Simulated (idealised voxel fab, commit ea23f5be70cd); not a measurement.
The document below concerns the process module designated voxel wiring stack.
Shown is cross-section cut, with a width of 240 nm and square cells of size 5 nm.
Cross-section, as written here: a square-cell grid given band by band from the top down, where a band holds one or more rows of cells.
First you get the band's top height and its bottom height, in nm, and then the materials it's made of, left to right, with each width in nm. If you see a single material with "everywhere", that one covers the band edge to edge. "empty" is empty space.
Heights from 0 (as-received wafer is one material below). Bottom band endless downward, as "top 0, no bottom".
The two numbers in a width such as "30..40" mark its ends across the band: the first belongs to the top row of cells, the second to the bottom row, and from each row to the next the width moves by the same amount.
It should be understood that the words "identical to before", when stated for a given step, signify that the cross-section underwent no change in any of its cells during that step.
If an empty space has no open way to the top and is at least 8 cells in size, "Closed cavities" lists it, written width x height at distance, where distance is measured from the left edge and every value is in nm.
Anything after a step's settings on that line? It's the simulator's own note about the step.
"overlay nm" denotes, for a step that has a mask, the displacement of the mask to the right of its planned place, with negative values corresponding to the left.
PROCESS STEPS - PLAN
1,RECEIVE: material Si
2,CONFORMAL_DEP: material SiO2, thk nm 10
3,DIRECTIONAL_DEP: material TiN, thk nm 5
4,DIRECTIONAL_DEP: material Ru, thk nm 15
5,PATTERN: tone cover, mask id METAL_1, material resist, width nm 25, pitch nm 40, thk nm 15, overlay nm 0
6,DIRECTIONAL_ETCH: etch materials Ru, depth nm 15
7,DIRECTIONAL_ETCH: etch materials TiN, depth nm 5
8,STRIP: etch materials resist
9,CONFORMAL_DEP: material SiN, thk nm 5
10,FILL_DEP: material SiO2, thk nm 10
11,CMP: height nm 30
12,CONFORMAL_DEP: material SiCN, thk nm 5
13,DIRECTIONAL_DEP: material SiO2, thk nm 35
14,MASKED_ETCH: tone open, mask id METAL_2, width nm 25, pitch nm 40, etch materials SiO2, depth nm 20, overlay nm 0
15,DIRECTIONAL_DEP: material aC, thk nm 15
16,PATTERN: tone open, mask id METAL_2_HOLES, material resist, width nm 15, pitch nm 40, thk nm 30, overlay nm 0
17,DIRECTIONAL_ETCH: etch materials aC, depth nm 15
18,STRIP: etch materials resist
19,DIRECTIONAL_ETCH: etch materials SiO2, depth nm 15
20,DIRECTIONAL_ETCH: etch materials SiCN, depth nm 5
21,STRIP: etch materials aC
22,CONFORMAL_DEP: material TiN, thk nm 5
23,FILL_DEP: material Cu, thk nm 10
24,CMP: height nm 70
25,CONFORMAL_DEP: material SiCN, thk nm 5
26,DIRECTIONAL_DEP: material lowk, thk nm 20
27,PATTERN: tone open, mask id PLUG_2, material resist, width nm 15, pitch nm 80, thk nm 20, overlay nm 0
28,DIRECTIONAL_ETCH: etch materials lowk, depth nm 20
29,DIRECTIONAL_ETCH: etch materials SiCN, depth nm 5
30,STRIP: etch materials resist
31,EPI: material Ru, thk nm 10
32,EPI: material Ru, thk nm 10
33,EPI: material Ru, thk nm 5
34,DIRECTIONAL_DEP: material TiN, thk nm 5
35,DIRECTIONAL_DEP: material W, thk nm 15
36,PATTERN: tone cover, mask id METAL_3, material resist, width nm 25, pitch nm 40, thk nm 20, overlay nm 0
37,DIRECTIONAL_ETCH: etch materials W, depth nm 15
38,DIRECTIONAL_ETCH: etch materials TiN, depth nm 5
39,STRIP: etch materials resist
40,CONFORMAL_DEP: material SiCN, thk nm 5
41,FILL_DEP: material SiO2, thk nm 10
42,CMP: height nm 115
43,CONFORMAL_DEP: material SiCN, thk nm 5
THE FIRST WAFER OF TWO, PROCESSED AS PLANNED
SHOWN IN CROSS-SECTION IS THE WAFER AS RECEIVED, THAT IS, AS IT STANDS AFTER STEP 1
* top 0, no bottom | Si everywhere
* Closed cavities: none
SECTIONAL VIEW: WAFER, AFTER STEP 2
* top 10, bottom 0 | SiO2 everywhere
* Nothing below the height 0 has changed.
SECTIONAL VIEW: WAFER, AFTER STEP 3
* top 15, bottom 10 | TiN everywhere
* Nothing below the height 10 has changed.
SECTIONAL VIEW: WAFER, AFTER STEP 4
* top 30, bottom 15 | Ru everywhere
* Nothing below the height 15 has changed.
SECTIONAL VIEW: WAFER, AFTER STEP 5
* top 45, bottom 30 | 45 of empty, then 25 of resist, then 15 of empty, then 25 of resist, then 15 of empty, then 25 of resist, then 15 of empty, then 25 of resist, then 50 of empty
* Nothing below the height 30 has changed.
SECTIONAL VIEW: WAFER, AFTER STEP 6
* top 45, bottom 30 | 45 of empty, then 25 of resist, then 15 of empty, then 25 of resist, then 15 of empty, then 25 of resist, then 15 of empty, then 25 of resist, then 50 of empty
* top 30, bottom 15 | 45 of empty, then 25 of Ru, then 15 of empty, then 25 of Ru, then 15 of empty, then 25 of Ru, then 15 of empty, then 25 of Ru, then 50 of empty
* Nothing below the height 15 has changed.
SECTIONAL VIEW: WAFER, AFTER STEP 7
* top 45, bottom 30 | 45 of empty, then 25 of resist, then 15 of empty, then 25 of resist, then 15 of empty, then 25 of resist, then 15 of empty, then 25 of resist, then 50 of empty
* top 30, bottom 15 | 45 of empty, then 25 of Ru, then 15 of empty, then 25 of Ru, then 15 of empty, then 25 of Ru, then 15 of empty, then 25 of Ru, then 50 of empty
* top 15, bottom 10 | 45 of empty, then 25 of TiN, then 15 of empty, then 25 of TiN, then 15 of empty, then 25 of TiN, then 15 of empty, then 25 of TiN, then 50 of empty
* Nothing below the height 10 has changed.
SECTIONAL VIEW: WAFER, AFTER STEP 8
* top 30, bottom 15 | 45 of empty, then 25 of Ru, then 15 of empty, then 25 of Ru, then 15 of empty, then 25 of Ru, then 15 of empty, then 25 of Ru, then 50 of empty
* Nothing below the height 15 has changed.
SECTIONAL VIEW: WAFER, AFTER STEP 9
* top 35, bottom 30 | 40 of empty, then 35 of SiN, then 5 of empty, then 35 of SiN, then 5 of empty, then 35 of SiN, then 5 of empty, then 35 of SiN, then 45 of empty
* top 30, bottom 15 | 40 of empty, then 5 of SiN, then 25 of Ru, then 5 of SiN, then 5 of empty, then 5 of SiN, then 25 of Ru, then 5 of SiN, then 5 of empty, then 5 of SiN, then 25 of Ru, then 5 of SiN, then 5 of empty, then 5 of SiN, then 25 of Ru, then 5 of SiN, then 45 of empty
* top 15, bottom 10 | 45 of SiN, then 25 of TiN, then 15 of SiN, then 25 of TiN, then 15 of SiN, then 25 of TiN, then 15 of SiN, then 25 of TiN, then 50 of SiN
* Nothing below the height 10 has changed.
SECTIONAL VIEW: WAFER, AFTER STEP 10
* top 45, bottom 35 | SiO2 everywhere
* top 35, bottom 30 | 40 of SiO2, then 35 of SiN, then 5 of SiO2, then 35 of SiN, then 5 of SiO2, then 35 of SiN, then 5 of SiO2, then 35 of SiN, then 45 of SiO2
* top 30, bottom 15 | 40 of SiO2, then 5 of SiN, then 25 of Ru, then 5 of SiN, then 5 of SiO2, then 5 of SiN, then 25 of Ru, then 5 of SiN, then 5 of SiO2, then 5 of SiN, then 25 of Ru, then 5 of SiN, then 5 of SiO2, then 5 of SiN, then 25 of Ru, then 5 of SiN, then 45 of SiO2
* Nothing below the height 15 has changed.
SECTIONAL VIEW: WAFER, AFTER STEP 11
* top 30, bottom 15 | 40 of SiO2, then 5 of SiN, then 25 of Ru, then 5 of SiN, then 5 of SiO2, then 5 of SiN, then 25 of Ru, then 5 of SiN, then 5 of SiO2, then 5 of SiN, then 25 of Ru, then 5 of SiN, then 5 of SiO2, then 5 of SiN, then 25 of Ru, then 5 of SiN, then 45 of SiO2
* Nothing below the height 15 has changed.
SECTIONAL VIEW: WAFER, AFTER STEP 12
* top 35, bottom 30 | SiCN everywhere
* Nothing below the height 30 has changed.
SECTIONAL VIEW: WAFER, AFTER STEP 13
* top 70, bottom 35 | SiO2 everywhere
* Nothing below the height 35 has changed.
SECTIONAL VIEW: WAFER, AFTER STEP 14
* top 70, bottom 50 | 45 of SiO2, then 25 of empty, then 15 of SiO2, then 25 of empty, then 15 of SiO2, then 25 of empty, then 15 of SiO2, then 25 of empty, then 50 of SiO2
* Nothing below the height 50 has changed.
SECTIONAL VIEW: WAFER, AFTER STEP 15
* top 85, bottom 70 | 45 of aC, then 25 of empty, then 15 of aC, then 25 of empty, then 15 of aC, then 25 of empty, then 15 of aC, then 25 of empty, then 50 of aC
* top 70, bottom 65 | 45 of SiO2, then 25 of empty, then 15 of SiO2, then 25 of empty, then 15 of SiO2, then 25 of empty, then 15 of SiO2, then 25 of empty, then 50 of SiO2
* top 65, bottom 50 | 45 of SiO2, then 25 of aC, then 15 of SiO2, then 25 of aC, then 15 of SiO2, then 25 of aC, then 15 of SiO2, then 25 of aC, then 50 of SiO2
* Nothing below the height 50 has changed.
SECTIONAL VIEW: WAFER, AFTER STEP 16
* top 115, bottom 85 | 45 of resist, then 15 of empty, then 25 of resist, then 15 of empty, then 25 of resist, then 15 of empty, then 25 of resist, then 15 of empty, then 60 of resist
* top 85, bottom 70 | 45 of aC, then 15 of empty, then 10 of resist, then 15 of aC, then 15 of empty, then 10 of resist, then 15 of aC, then 15 of empty, then 10 of resist, then 15 of aC, then 15 of empty, then 10 of resist, then 50 of aC
* top 70, bottom 65 | 45 of SiO2, then 15 of empty, then 10 of resist, then 15 of SiO2, then 15 of empty, then 10 of resist, then 15 of SiO2, then 15 of empty, then 10 of resist, then 15 of SiO2, then 15 of empty, then 10 of resist, then 50 of SiO2
* Nothing below the height 65 has changed.
SECTIONAL VIEW: WAFER, AFTER STEP 17
* top 100, bottom 85 | 45 of resist, then 15 of empty, then 25 of resist, then 15 of empty, then 25 of resist, then 15 of empty, then 25 of resist, then 15 of empty, then 60 of resist
* top 85, bottom 70 | 45 of aC, then 15 of empty, then 10 of resist, then 15 of aC, then 15 of empty, then 10 of resist, then 15 of aC, then 15 of empty, then 10 of resist, then 15 of aC, then 15 of empty, then 10 of resist, then 50 of aC
* top 70, bottom 65 | 45 of SiO2, then 15 of empty, then 10 of resist, then 15 of SiO2, then 15 of empty, then 10 of resist, then 15 of SiO2, then 15 of empty, then 10 of resist, then 15 of SiO2, then 15 of empty, then 10 of resist, then 50 of SiO2
* top 65, bottom 50 | 45 of SiO2, then 15 of empty, then 10 of aC, then 15 of SiO2, then 15 of empty, then 10 of aC, then 15 of SiO2, then 15 of empty, then 10 of aC, then 15 of SiO2, then 15 of empty, then 10 of aC, then 50 of SiO2
* Nothing below the height 50 has changed.
SECTIONAL VIEW: WAFER, AFTER STEP 18
* top 85, bottom 70 | 45 of aC, then 25 of empty, then 15 of aC, then 25 of empty, then 15 of aC, then 25 of empty, then 15 of aC, then 25 of empty, then 50 of aC
* top 70, bottom 65 | 45 of SiO2, then 25 of empty, then 15 of SiO2, then 25 of empty, then 15 of SiO2, then 25 of empty, then 15 of SiO2, then 25 of empty, then 50 of SiO2
* Nothing below the height 65 has changed.
SECTIONAL VIEW: WAFER, AFTER STEP 19
* top 85, bottom 70 | 45 of aC, then 25 of empty, then 15 of aC, then 25 of empty, then 15 of aC, then 25 of empty, then 15 of aC, then 25 of empty, then 50 of aC
* top 70, bottom 65 | 45 of SiO2, then 25 of empty, then 15 of SiO2, then 25 of empty, then 15 of SiO2, then 25 of empty, then 15 of SiO2, then 25 of empty, then 50 of SiO2
* top 65, bottom 50 | 45 of SiO2, then 15 of empty, then 10 of aC, then 15 of SiO2, then 15 of empty, then 10 of aC, then 15 of SiO2, then 15 of empty, then 10 of aC, then 15 of SiO2, then 15 of empty, then 10 of aC, then 50 of SiO2
* top 50, bottom 35 | 45 of SiO2, then 15 of empty, then 25 of SiO2, then 15 of empty, then 25 of SiO2, then 15 of empty, then 25 of SiO2, then 15 of empty, then 60 of SiO2
* Nothing below the height 35 has changed.
SECTIONAL VIEW: WAFER, AFTER STEP 20
* top 85, bottom 70 | 45 of aC, then 25 of empty, then 15 of aC, then 25 of empty, then 15 of aC, then 25 of empty, then 15 of aC, then 25 of empty, then 50 of aC
* top 70, bottom 65 | 45 of SiO2, then 25 of empty, then 15 of SiO2, then 25 of empty, then 15 of SiO2, then 25 of empty, then 15 of SiO2, then 25 of empty, then 50 of SiO2
* top 65, bottom 50 | 45 of SiO2, then 15 of empty, then 10 of aC, then 15 of SiO2, then 15 of empty, then 10 of aC, then 15 of SiO2, then 15 of empty, then 10 of aC, then 15 of SiO2, then 15 of empty, then 10 of aC, then 50 of SiO2
* top 50, bottom 35 | 45 of SiO2, then 15 of empty, then 25 of SiO2, then 15 of empty, then 25 of SiO2, then 15 of empty, then 25 of SiO2, then 15 of empty, then 60 of SiO2
* top 35, bottom 30 | 45 of SiCN, then 15 of empty, then 25 of SiCN, then 15 of empty, then 25 of SiCN, then 15 of empty, then 25 of SiCN, then 15 of empty, then 60 of SiCN
* Nothing below the height 30 has changed.
SECTIONAL VIEW: WAFER, AFTER STEP 21
* top 70, bottom 50 | 45 of SiO2, then 25 of empty, then 15 of SiO2, then 25 of empty, then 15 of SiO2, then 25 of empty, then 15 of SiO2, then 25 of empty, then 50 of SiO2
* Nothing below the height 50 has changed.
SECTIONAL VIEW: WAFER, AFTER STEP 22
* top 75, bottom 70 | 50 of TiN, then 15 of empty, then 25 of TiN, then 15 of empty, then 25 of TiN, then 15 of empty, then 25 of TiN, then 15 of empty, then 55 of TiN
* top 70, bottom 55 | 45 of SiO2, then 5 of TiN, then 15 of empty, then 5 of TiN, then 15 of SiO2, then 5 of TiN, then 15 of empty, then 5 of TiN, then 15 of SiO2, then 5 of TiN, then 15 of empty, then 5 of TiN, then 15 of SiO2, then 5 of TiN, then 15 of empty, then 5 of TiN, then 50 of SiO2
* top 55, bottom 50 | 45 of SiO2, then 5 of TiN, then 5 of empty, then 15 of TiN, then 15 of SiO2, then 5 of TiN, then 5 of empty, then 15 of TiN, then 15 of SiO2, then 5 of TiN, then 5 of empty, then 15 of TiN, then 15 of SiO2, then 5 of TiN, then 5 of empty, then 15 of TiN, then 50 of SiO2
* top 50, bottom 35 | 45 of SiO2, then 5 of TiN, then 5 of empty, then 5 of TiN, then 25 of SiO2, then 5 of TiN, then 5 of empty, then 5 of TiN, then 25 of SiO2, then 5 of TiN, then 5 of empty, then 5 of TiN, then 25 of SiO2, then 5 of TiN, then 5 of empty, then 5 of TiN, then 60 of SiO2
* top 35, bottom 30 | 45 of SiCN, then 15 of TiN, then 25 of SiCN, then 15 of TiN, then 25 of SiCN, then 15 of TiN, then 25 of SiCN, then 15 of TiN, then 60 of SiCN
* Nothing below the height 30 has changed.
SECTIONAL VIEW: WAFER, AFTER STEP 23
* top 85, bottom 75 | Cu everywhere
* top 75, bottom 70 | 50 of TiN, then 15 of Cu, then 25 of TiN, then 15 of Cu, then 25 of TiN, then 15 of Cu, then 25 of TiN, then 15 of Cu, then 55 of TiN
* top 70, bottom 55 | 45 of SiO2, then 5 of TiN, then 15 of Cu, then 5 of TiN, then 15 of SiO2, then 5 of TiN, then 15 of Cu, then 5 of TiN, then 15 of SiO2, then 5 of TiN, then 15 of Cu, then 5 of TiN, then 15 of SiO2, then 5 of TiN, then 15 of Cu, then 5 of TiN, then 50 of SiO2
* top 55, bottom 50 | 45 of SiO2, then 5 of TiN, then 5 of Cu, then 15 of TiN, then 15 of SiO2, then 5 of TiN, then 5 of Cu, then 15 of TiN, then 15 of SiO2, then 5 of TiN, then 5 of Cu, then 15 of TiN, then 15 of SiO2, then 5 of TiN, then 5 of Cu, then 15 of TiN, then 50 of SiO2
* top 50, bottom 35 | 45 of SiO2, then 5 of TiN, then 5 of Cu, then 5 of TiN, then 25 of SiO2, then 5 of TiN, then 5 of Cu, then 5 of TiN, then 25 of SiO2, then 5 of TiN, then 5 of Cu, then 5 of TiN, then 25 of SiO2, then 5 of TiN, then 5 of Cu, then 5 of TiN, then 60 of SiO2
* Nothing below the height 35 has changed.
SECTIONAL VIEW: WAFER, AFTER STEP 24
* top 70, bottom 55 | 45 of SiO2, then 5 of TiN, then 15 of Cu, then 5 of TiN, then 15 of SiO2, then 5 of TiN, then 15 of Cu, then 5 of TiN, then 15 of SiO2, then 5 of TiN, then 15 of Cu, then 5 of TiN, then 15 of SiO2, then 5 of TiN, then 15 of Cu, then 5 of TiN, then 50 of SiO2
* Nothing below the height 55 has changed.
SECTIONAL VIEW: WAFER, AFTER STEP 25
* top 75, bottom 70 | SiCN everywhere
* Nothing below the height 70 has changed.
SECTIONAL VIEW: WAFER, AFTER STEP 26
* top 95, bottom 75 | lowk everywhere
* Nothing below the height 75 has changed.
SECTIONAL VIEW: WAFER, AFTER STEP 27
* top 115, bottom 95 | 45 of resist, then 15 of empty, then 65 of resist, then 15 of empty, then 100 of resist
* Nothing below the height 95 has changed.
SECTIONAL VIEW: WAFER, AFTER STEP 28
* top 115, bottom 95 | 45 of resist, then 15 of empty, then 65 of resist, then 15 of empty, then 100 of resist
* top 95, bottom 75 | 45 of lowk, then 15 of empty, then 65 of lowk, then 15 of empty, then 100 of lowk
* Nothing below the height 75 has changed.
SECTIONAL VIEW: WAFER, AFTER STEP 29
* top 115, bottom 95 | 45 of resist, then 15 of empty, then 65 of resist, then 15 of empty, then 100 of resist
* top 95, bottom 75 | 45 of lowk, then 15 of empty, then 65 of lowk, then 15 of empty, then 100 of lowk
* top 75, bottom 70 | 45 of SiCN, then 15 of empty, then 65 of SiCN, then 15 of empty, then 100 of SiCN
* Nothing below the height 70 has changed.
SECTIONAL VIEW: WAFER, AFTER STEP 30
* top 95, bottom 75 | 45 of lowk, then 15 of empty, then 65 of lowk, then 15 of empty, then 100 of lowk
* Nothing below the height 75 has changed.
SECTIONAL VIEW: WAFER, AFTER STEP 31
* top 95, bottom 80 | 45 of lowk, then 15 of empty, then 65 of lowk, then 15 of empty, then 100 of lowk
* top 80, bottom 75 | 45 of lowk, then 15 of Ru, then 65 of lowk, then 15 of Ru, then 100 of lowk
* top 75, bottom 70 | 45 of SiCN, then 15 of Ru, then 65 of SiCN, then 15 of Ru, then 100 of SiCN
* Nothing below the height 70 has changed.
SECTIONAL VIEW: WAFER, AFTER STEP 32
* top 95, bottom 90 | 45 of lowk, then 15 of empty, then 65 of lowk, then 15 of empty, then 100 of lowk
* top 90, bottom 75 | 45 of lowk, then 15 of Ru, then 65 of lowk, then 15 of Ru, then 100 of lowk
* Nothing below the height 75 has changed.
SECTIONAL VIEW: WAFER, AFTER STEP 33
* top 95, bottom 75 | 45 of lowk, then 15 of Ru, then 65 of lowk, then 15 of Ru, then 100 of lowk
* Nothing below the height 75 has changed.
SECTIONAL VIEW: WAFER, AFTER STEP 34
* top 100, bottom 95 | TiN everywhere
* Nothing below the height 95 has changed.
SECTIONAL VIEW: WAFER, AFTER STEP 35
* top 115, bottom 100 | W everywhere
* Nothing below the height 100 has changed.
SECTIONAL VIEW: WAFER, AFTER STEP 36
* top 135, bottom 115 | 45 of empty, then 25 of resist, then 15 of empty, then 25 of resist, then 15 of empty, then 25 of resist, then 15 of empty, then 25 of resist, then 50 of empty
* Nothing below the height 115 has changed.
SECTIONAL VIEW: WAFER, AFTER STEP 37
* top 135, bottom 115 | 45 of empty, then 25 of resist, then 15 of empty, then 25 of resist, then 15 of empty, then 25 of resist, then 15 of empty, then 25 of resist, then 50 of empty
* top 115, bottom 100 | 45 of empty, then 25 of W, then 15 of empty, then 25 of W, then 15 of empty, then 25 of W, then 15 of empty, then 25 of W, then 50 of empty
* Nothing below the height 100 has changed.
SECTIONAL VIEW: WAFER, AFTER STEP 38
* top 135, bottom 115 | 45 of empty, then 25 of resist, then 15 of empty, then 25 of resist, then 15 of empty, then 25 of resist, then 15 of empty, then 25 of resist, then 50 of empty
* top 115, bottom 100 | 45 of empty, then 25 of W, then 15 of empty, then 25 of W, then 15 of empty, then 25 of W, then 15 of empty, then 25 of W, then 50 of empty
* top 100, bottom 95 | 45 of empty, then 25 of TiN, then 15 of empty, then 25 of TiN, then 15 of empty, then 25 of TiN, then 15 of empty, then 25 of TiN, then 50 of empty
* Nothing below the height 95 has changed.
SECTIONAL VIEW: WAFER, AFTER STEP 39
* top 115, bottom 100 | 45 of empty, then 25 of W, then 15 of empty, then 25 of W, then 15 of empty, then 25 of W, then 15 of empty, then 25 of W, then 50 of empty
* Nothing below the height 100 has changed.
SECTIONAL VIEW: WAFER, AFTER STEP 40
* top 120, bottom 115 | 40 of empty, then 35 of SiCN, then 5 of empty, then 35 of SiCN, then 5 of empty, then 35 of SiCN, then 5 of empty, then 35 of SiCN, then 45 of empty
* top 115, bottom 100 | 40 of empty, then 5 of SiCN, then 25 of W, then 5 of SiCN, then 5 of empty, then 5 of SiCN, then 25 of W, then 5 of SiCN, then 5 of empty, then 5 of SiCN, then 25 of W, then 5 of SiCN, then 5 of empty, then 5 of SiCN, then 25 of W, then 5 of SiCN, then 45 of empty
* top 100, bottom 95 | 45 of SiCN, then 25 of TiN, then 15 of SiCN, then 25 of TiN, then 15 of SiCN, then 25 of TiN, then 15 of SiCN, then 25 of TiN, then 50 of SiCN
* Nothing below the height 95 has changed.
SECTIONAL VIEW: WAFER, AFTER STEP 41
* top 130, bottom 120 | SiO2 everywhere
* top 120, bottom 115 | 40 of SiO2, then 35 of SiCN, then 5 of SiO2, then 35 of SiCN, then 5 of SiO2, then 35 of SiCN, then 5 of SiO2, then 35 of SiCN, then 45 of SiO2
* top 115, bottom 100 | 40 of SiO2, then 5 of SiCN, then 25 of W, then 5 of SiCN, then 5 of SiO2, then 5 of SiCN, then 25 of W, then 5 of SiCN, then 5 of SiO2, then 5 of SiCN, then 25 of W, then 5 of SiCN, then 5 of SiO2, then 5 of SiCN, then 25 of W, then 5 of SiCN, then 45 of SiO2
* Nothing below the height 100 has changed.
SECTIONAL VIEW: WAFER, AFTER STEP 42
* top 115, bottom 100 | 40 of SiO2, then 5 of SiCN, then 25 of W, then 5 of SiCN, then 5 of SiO2, then 5 of SiCN, then 25 of W, then 5 of SiCN, then 5 of SiO2, then 5 of SiCN, then 25 of W, then 5 of SiCN, then 5 of SiO2, then 5 of SiCN, then 25 of W, then 5 of SiCN, then 45 of SiO2
* Nothing below the height 100 has changed.
SECTIONAL VIEW: WAFER, AFTER STEP 43
* top 120, bottom 115 | SiCN everywhere
* Nothing below the height 115 has changed.
SECOND WAFER, SAME STARTING CONDITIONS AND RECIPE AS THE FIRST, ONE MISTAKE IN EXECUTING IT, NOTHING DIFFERS FROM THE FIRST UP TO AND INCLUDING STEP 23
SECOND WAFER, CUT VIEW, END OF STEP 24 PER PLAN
* top 80, bottom 75 | Cu everywhere
* Nothing below the height 75 has changed.
SECOND WAFER, CUT VIEW, END OF STEP 25 PER PLAN
* top 85, bottom 80 | SiCN everywhere
* Nothing below the height 80 has changed.
SECOND WAFER, CUT VIEW, END OF STEP 26 PER PLAN
* top 105, bottom 85 | lowk everywhere
* Nothing below the height 85 has changed.
SECOND WAFER, CUT VIEW, END OF STEP 27 PER PLAN
* top 125, bottom 105 | 45 of resist, then 15 of empty, then 65 of resist, then 15 of empty, then 100 of resist
* Nothing below the height 105 has changed.
SECOND WAFER, CUT VIEW, END OF STEP 28 PER PLAN
* top 125, bottom 105 | 45 of resist, then 15 of empty, then 65 of resist, then 15 of empty, then 100 of resist
* top 105, bottom 85 | 45 of lowk, then 15 of empty, then 65 of lowk, then 15 of empty, then 100 of lowk
* Nothing below the height 85 has changed.
SECOND WAFER, CUT VIEW, END OF STEP 29 PER PLAN
* top 125, bottom 105 | 45 of resist, then 15 of empty, then 65 of resist, then 15 of empty, then 100 of resist
* top 105, bottom 85 | 45 of lowk, then 15 of empty, then 65 of lowk, then 15 of empty, then 100 of lowk
* top 85, bottom 80 | 45 of SiCN, then 15 of empty, then 65 of SiCN, then 15 of empty, then 100 of SiCN
* Nothing below the height 80 has changed.
SECOND WAFER, CUT VIEW, END OF STEP 30 PER PLAN
* top 105, bottom 85 | 45 of lowk, then 15 of empty, then 65 of lowk, then 15 of empty, then 100 of lowk
* Nothing below the height 85 has changed.
SECOND WAFER, CUT VIEW, END OF STEP 31 PER PLAN
* top 105, bottom 90 | 45 of lowk, then 15 of empty, then 65 of lowk, then 15 of empty, then 100 of lowk
* top 90, bottom 85 | 45 of lowk, then 15 of Ru, then 65 of lowk, then 15 of Ru, then 100 of lowk
* top 85, bottom 80 | 45 of SiCN, then 15 of Ru, then 65 of SiCN, then 15 of Ru, then 100 of SiCN
* Nothing below the height 80 has changed.
SECOND WAFER, CUT VIEW, END OF STEP 32 PER PLAN
* top 105, bottom 100 | 45 of lowk, then 15 of empty, then 65 of lowk, then 15 of empty, then 100 of lowk
* top 100, bottom 85 | 45 of lowk, then 15 of Ru, then 65 of lowk, then 15 of Ru, then 100 of lowk
* Nothing below the height 85 has changed.
SECOND WAFER, CUT VIEW, END OF STEP 33 PER PLAN
* top 105, bottom 85 | 45 of lowk, then 15 of Ru, then 65 of lowk, then 15 of Ru, then 100 of lowk
* Nothing below the height 85 has changed.
SECOND WAFER, CUT VIEW, END OF STEP 34 PER PLAN
* top 110, bottom 105 | TiN everywhere
* Nothing below the height 105 has changed.
SECOND WAFER, CUT VIEW, END OF STEP 35 PER PLAN
* top 125, bottom 110 | W everywhere
* Nothing below the height 110 has changed.
SECOND WAFER, CUT VIEW, END OF STEP 36 PER PLAN
* top 145, bottom 125 | 45 of empty, then 25 of resist, then 15 of empty, then 25 of resist, then 15 of empty, then 25 of resist, then 15 of empty, then 25 of resist, then 50 of empty
* Nothing below the height 125 has changed.
SECOND WAFER, CUT VIEW, END OF STEP 37 PER PLAN
* top 145, bottom 125 | 45 of empty, then 25 of resist, then 15 of empty, then 25 of resist, then 15 of empty, then 25 of resist, then 15 of empty, then 25 of resist, then 50 of empty
* top 125, bottom 110 | 45 of empty, then 25 of W, then 15 of empty, then 25 of W, then 15 of empty, then 25 of W, then 15 of empty, then 25 of W, then 50 of empty
* Nothing below the height 110 has changed.
SECOND WAFER, CUT VIEW, END OF STEP 38 PER PLAN
* top 145, bottom 125 | 45 of empty, then 25 of resist, then 15 of empty, then 25 of resist, then 15 of empty, then 25 of resist, then 15 of empty, then 25 of resist, then 50 of empty
* top 125, bottom 110 | 45 of empty, then 25 of W, then 15 of empty, then 25 of W, then 15 of empty, then 25 of W, then 15 of empty, then 25 of W, then 50 of empty
* top 110, bottom 105 | 45 of empty, then 25 of TiN, then 15 of empty, then 25 of TiN, then 15 of empty, then 25 of TiN, then 15 of empty, then 25 of TiN, then 50 of empty
* Nothing below the height 105 has changed.
SECOND WAFER, CUT VIEW, END OF STEP 39 PER PLAN
* top 125, bottom 110 | 45 of empty, then 25 of W, then 15 of empty, then 25 of W, then 15 of empty, then 25 of W, then 15 of empty, then 25 of W, then 50 of empty
* Nothing below the height 110 has changed.
SECOND WAFER, CUT VIEW, END OF STEP 40 PER PLAN
* top 130, bottom 125 | 40 of empty, then 35 of SiCN, then 5 of empty, then 35 of SiCN, then 5 of empty, then 35 of SiCN, then 5 of empty, then 35 of SiCN, then 45 of empty
* top 125, bottom 110 | 40 of empty, then 5 of SiCN, then 25 of W, then 5 of SiCN, then 5 of empty, then 5 of SiCN, then 25 of W, then 5 of SiCN, then 5 of empty, then 5 of SiCN, then 25 of W, then 5 of SiCN, then 5 of empty, then 5 of SiCN, then 25 of W, then 5 of SiCN, then 45 of empty
* top 110, bottom 105 | 45 of SiCN, then 25 of TiN, then 15 of SiCN, then 25 of TiN, then 15 of SiCN, then 25 of TiN, then 15 of SiCN, then 25 of TiN, then 50 of SiCN
* Nothing below the height 105 has changed.
SECOND WAFER, CUT VIEW, END OF STEP 41 PER PLAN
* top 140, bottom 130 | SiO2 everywhere
* top 130, bottom 125 | 40 of SiO2, then 35 of SiCN, then 5 of SiO2, then 35 of SiCN, then 5 of SiO2, then 35 of SiCN, then 5 of SiO2, then 35 of SiCN, then 45 of SiO2
* top 125, bottom 110 | 40 of SiO2, then 5 of SiCN, then 25 of W, then 5 of SiCN, then 5 of SiO2, then 5 of SiCN, then 25 of W, then 5 of SiCN, then 5 of SiO2, then 5 of SiCN, then 25 of W, then 5 of SiCN, then 5 of SiO2, then 5 of SiCN, then 25 of W, then 5 of SiCN, then 45 of SiO2
* Nothing below the height 110 has changed.
SECOND WAFER, CUT VIEW, END OF STEP 42 PER PLAN
* top 115, bottom 110 | 40 of SiO2, then 5 of SiCN, then 25 of W, then 5 of SiCN, then 5 of SiO2, then 5 of SiCN, then 25 of W, then 5 of SiCN, then 5 of SiO2, then 5 of SiCN, then 25 of W, then 5 of SiCN, then 5 of SiO2, then 5 of SiCN, then 25 of W, then 5 of SiCN, then 45 of SiO2
* Nothing below the height 110 has changed.
SECOND WAFER, CUT VIEW, END OF STEP 43 PER PLAN
* top 120, bottom 115 | SiCN everywhere
* Nothing below the height 115 has changed.
Deviation from plan: step 24 ran as: CMP: height nm 80
Count the cells at the end and the second wafer has more or fewer of some materials than the first: 60 more of Cu | 16 fewer of SiCN | 40 fewer of SiO2 | 36 more of TiN | 40 fewer of W
